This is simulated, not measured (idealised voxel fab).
Title: Process Module voxel self aligned vias
It is cross-section cut that appears here, measuring 280 nm in width, its square cells being 5 nm in size.
Cross-section = grid of square cells, listed top down in bands; band = one or more rows.
Top height, bottom height, nm. Materials left to right, width each, nm. Single material + "everywhere" = fills band edge to edge. "air" = empty.
Heights are expressed relative to 0, this being the level below which the as-received wafer comprises one material exclusively. The lowest band is unbounded in the downward direction and is denoted as in "top 0, no bottom".
Width: "30->40" (first number = top row, second number = bottom row, same change from row to row of cells).
Any step labelled "remained the same" changed none of the cells in the cross-section.
Empty spaces counting at least 8 cells and having no open way to the top are listed in "Closed void catalog". The notation width x height at distance is used for each, the distance being from the left edge and all three values in nm.
If you see something after the settings on a step's line, that's the simulator's own remark about that step.
overlay nm: mask offset rightward from planned place, masked step; negative means leftward offset.
## So here's the lineup of process steps we planned
step 1: RECEIVE: material Si
step 2: CONFORMAL_DEP: material SiO2, thk nm 10
step 3: CONFORMAL_DEP: material SiCN, thk nm 5
step 4: DIRECTIONAL_DEP: material lowk, thk nm 20
step 5: DIRECTIONAL_DEP: material aC, thk nm 10
step 6: PATTERN: tone open, mask id LINES, material resist, width nm 30, pitch nm 65, thk nm 30, overlay nm 0
step 7: DIRECTIONAL_ETCH: etch materials aC, depth nm 10
step 8: STRIP: etch materials resist
step 9: DIRECTIONAL_ETCH: etch materials lowk, depth nm 20
step 10: STRIP: etch materials aC
step 11: CONFORMAL_DEP: material TiN, thk nm 5
step 12: FILL_DEP: material W, thk nm 10
step 13: CMP: height nm 35
step 14: SELECTIVE_ETCH: etch materials W Ru TiN, depth nm 5
step 15: FILL_DEP: material SiN, thk nm 5
step 16: CMP: height nm 35
step 17: DIRECTIONAL_DEP: material lowk, thk nm 20
step 18: PATTERN: tone open, mask id VIAS, material resist, width nm 40, thk nm 20, overlay nm 0
step 19: DIRECTIONAL_ETCH: etch materials lowk, depth nm 10
step 20: DIRECTIONAL_ETCH: etch materials SiN, depth nm 5
step 21: STRIP: etch materials resist
step 22: CONFORMAL_DEP: material TiN, thk nm 5
step 23: FILL_DEP: material Cu, thk nm 5
step 24: CMP: height nm 55
step 25: CONFORMAL_DEP: material SiN, thk nm 5
The depth nm used in step 19 is not the same on every wafer, whereas the starting condition is; the value printed in the plan is the first wafer's.
## Cross-section: the first of several wafers in its as-received state, i.e. following step 1
> top 0, no bottom = Si everywhere
> Closed void catalog: none
## At the end of the module, after its last step, step 25, the first of several wafers appears in cross-section as follows
> top 60, bottom 55 = SiN everywhere
> top 55, bottom 50 = lowk: 85 / TiN: 5 / Cu: 30 / TiN: 5 / lowk: 155
> top 50, bottom 45 = lowk: 85 / TiN: 40 / lowk: 155
> top 45, bottom 35 = lowk everywhere
> top 35, bottom 30 = lowk: 90 / SiN: 30 / lowk: 35 / SiN: 30 / lowk: 95
> top 30, bottom 20 = lowk: 90 / TiN: 5 / W: 20 / TiN: 5 / lowk: 35 / TiN: 5 / W: 20 / TiN: 5 / lowk: 95
> top 20, bottom 15 = lowk: 90 / TiN: 30 / lowk: 35 / TiN: 30 / lowk: 95
> top 15, bottom 10 = SiCN everywhere
> top 10, bottom 0 = SiO2 everywhere
> top 0, no bottom = Si everywhere
> Closed void catalog: none
## End of module: cross-section, last of several wafers
> top 60, bottom 55 = SiN everywhere
> top 55, bottom 35 = lowk: 85 / TiN: 5 / Cu: 30 / TiN: 5 / lowk: 155
> top 35, bottom 30 = lowk: 85 / TiN: 40 / lowk: 30 / SiN: 30 / lowk: 95
> top 30, bottom 20 = lowk: 85 / TiN: 10 / W: 20 / TiN: 10 / lowk: 30 / TiN: 5 / W: 20 / TiN: 5 / lowk: 95
> top 20, bottom 15 = lowk: 90 / TiN: 30 / lowk: 35 / TiN: 30 / lowk: 95
> top 15, bottom 10 = SiCN everywhere
> top 10, bottom 0 = SiO2 everywhere
> top 0, no bottom = Si everywhere
> Closed void catalog: none
## The rows of the table below are wafers. Looking at the end of the module, a row counts, for every material, the cells the wafer has gained, shown as (+), or lost, shown as (-), since it was received; its closed voids come next
depth nm 10, +6 Cu, +56 SiCN, +68 SiN, +112 SiO2, +30 TiN, +16 W, +384 lowk, Closed void catalog: none
depth nm 15, +12 Cu, +56 SiCN, +68 SiN, +112 SiO2, +32 TiN, +16 W, +376 lowk, Closed void catalog: none
depth nm 20, +22 Cu, +56 SiCN, +62 SiN, +112 SiO2, +36 TiN, +16 W, +368 lowk, Closed void catalog: none
depth nm 25, +24 Cu, +56 SiCN, +62 SiN, +112 SiO2, +36 TiN, +16 W, +366 lowk, Closed void catalog: none
depth nm 30, +24 Cu, +56 SiCN, +62 SiN, +112 SiO2, +38 TiN, +16 W, +364 lowk, Closed void catalog: none
depth nm 35, +24 Cu, +56 SiCN, +62 SiN, +112 SiO2, +40 TiN, +16 W, +362 lowk, Closed void catalog: none
